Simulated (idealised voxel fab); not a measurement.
Process module heading - voxel gate over fins
Displayed cross-section: cut, width of 250 nm, square cells sized 5 nm.
Cross-section layout: square cells on a grid; listed as bands, top to bottom; a band spans one or more cell rows. Look at the band entry: it leads with the top's height and the bottom's height in nm. Then it lists the materials left to right, with a width in nm for each. The word "throughout" on a single material says that material fills the band edge to edge. The word "empty" is empty space. Height 0 is the level under which the wafer as received is all one material. The lowest band goes on downwards, as in "0..down". It should be noted that a width expressed as "30->40" varies in equal increments from row to row of cells within the band, taking the value of the first number at the top row and that of the second number at the bottom row. The cross-section has no changed cell in any step marked "no alteration". The entry titled "Enclosed void listing" provides the empty spaces that have no open way to the top, restricted to those of 8 cells or more. Each is presented as width x height at distance, the distance being measured from the left edge, with all three in nm. Past the settings on a step's line: simulator remark, on that step. Regarding "overlay nm": on a step with a mask, it is the distance the mask lay to the right of its planned place; a negative value places it to the left.

### Process steps foreseen in the plan
- 1: RECEIVE (material Si)
- 2: CONFORMAL_DEP (material SiN; thk nm 10)
- 3: DIRECTIONAL_DEP (material aC; thk nm 15)
- 4: PATTERN (tone cover; mask id FINS; material resist; width nm 15; pitch nm 55; thk nm 35; overlay nm 0)
- 5: DIRECTIONAL_ETCH (etch materials aC; depth nm 15)
- 6: STRIP (etch materials resist)
- 7: DIRECTIONAL_ETCH (etch materials SiN; depth nm 10)
- 8: DIRECTIONAL_ETCH (etch materials Si; depth nm 30)
- 9: STRIP (etch materials aC)
- 10: OXIDIZE (depth nm 5)
- 11: FILL_DEP (material SiO2; thk nm 10)
- 12: CMP (height nm 10)
- 13: DIRECTIONAL_DEP (material aC; thk nm 15)
- 14: PATTERN (tone open; mask id RAIL; material resist; width nm 15; thk nm 30; overlay nm 0)
- 15: DIRECTIONAL_ETCH (etch materials aC; depth nm 15)
- 16: STRIP (etch materials resist)
- 17: DIRECTIONAL_ETCH (etch materials SiO2; depth nm 35)
- 18: STRIP (etch materials aC)
- 19: CONFORMAL_DEP (material TiN; thk nm 5)
- 20: FILL_DEP (material Ru; thk nm 5)
- 21: CMP (height nm 10)
- 22: SELECTIVE_ETCH (etch materials W Ru TiN; depth nm 30)
- 23: FILL_DEP (material SiO2; thk nm 5)
- 24: CMP (height nm 10)
- 25: SELECTIVE_ETCH (etch materials SiO2; depth nm 10)
- 26: STRIP (etch materials SiN)
- 27: CONFORMAL_DEP (material HfO2; thk nm 5)
- 28: CONFORMAL_DEP (material TiN; thk nm 5)
- 29: FILL_DEP (material W; thk nm 15)
- 30: CMP (height nm 20)
- 31: CONFORMAL_DEP (material SiN; thk nm 10)
Variable across wafers: step 25 depth nm (plan value is that of the first wafer; starting state common to all).

### The first of several wafers in cross-section, exactly as it reached us after step 1
> 0..down  Si throughout
> Enclosed void listing: none

### Here is the cross-section of the first of several wafers at the end of the module, after its last step, step 31
> 30..20  SiN throughout
> 20..10  W throughout
> 10..5  TiN throughout
> 5..0  HfO2 throughout
> 0..-20  95 SiO2; 5 Si; 50 SiO2; 5 Si; 95 SiO2
> -20..-25  95 SiO2; 5 Si; 15 SiO2; 15 TiN; 20 SiO2; 5 Si; 95 SiO2
> -25..-35  95 SiO2; 5 Si; 50 SiO2; 5 Si; 95 SiO2
> -35..down  Si throughout
> Enclosed void listing: none

### Here's the last wafer cross-sectioned at the end of the module
> 30..20  SiN throughout
> 20..10  W throughout
> 10..5  85 W; 25 TiN; 30 W; 25 TiN; 85 W
> 5..0  85 W; 5 TiN; 15 HfO2; 5 TiN; 30 W; 5 TiN; 15 HfO2; 5 TiN; 85 W
> 0..-10  85 W; 5 TiN; 5 HfO2; 5 Si; 5 HfO2; 5 TiN; 30 W; 5 TiN; 5 HfO2; 5 Si; 5 HfO2; 5 TiN; 85 W
> -10..-15  85 W; 5 TiN; 5 HfO2; 5 Si; 5 HfO2; 40 TiN; 5 HfO2; 5 Si; 5 HfO2; 5 TiN; 85 W
> -15..-20  90 TiN; 5 HfO2; 5 Si; 5 HfO2; 5 TiN; 25 HfO2; 10 TiN; 5 HfO2; 5 Si; 5 HfO2; 90 TiN
> -20..-25  95 HfO2; 5 Si; 15 HfO2; 15 TiN; 20 HfO2; 5 Si; 95 HfO2
> -25..-35  95 SiO2; 5 Si; 50 SiO2; 5 Si; 95 SiO2
> -35..down  Si throughout
> Enclosed void listing: none

### Every row in this table is a wafer at the end of the module, and it gives, for each of the materials, the cells that wafer has gained (+) or lost (-) since it was received, then its closed voids
depth nm 10 | +50 HfO2 | -336 Si | +100 SiN | +333 SiO2 | +53 TiN | +100 W | Enclosed void listing: none
depth nm 15 | +54 HfO2 | -336 Si | +100 SiN | +285 SiO2 | +57 TiN | +140 W | Enclosed void listing: none
depth nm 20 | +58 HfO2 | -336 Si | +100 SiN | +237 SiO2 | +61 TiN | +180 W | Enclosed void listing: none
depth nm 25 | +62 HfO2 | -336 Si | +100 SiN | +189 SiO2 | +65 TiN | +220 W | Enclosed void listing: none
depth nm 30 | +66 HfO2 | -336 Si | +100 SiN | +141 SiO2 | +69 TiN | +260 W | Enclosed void listing: none
depth nm 35 | +72 HfO2 | -336 Si | +100 SiN | +96 SiO2 | +74 TiN | +294 W | Enclosed void listing: none
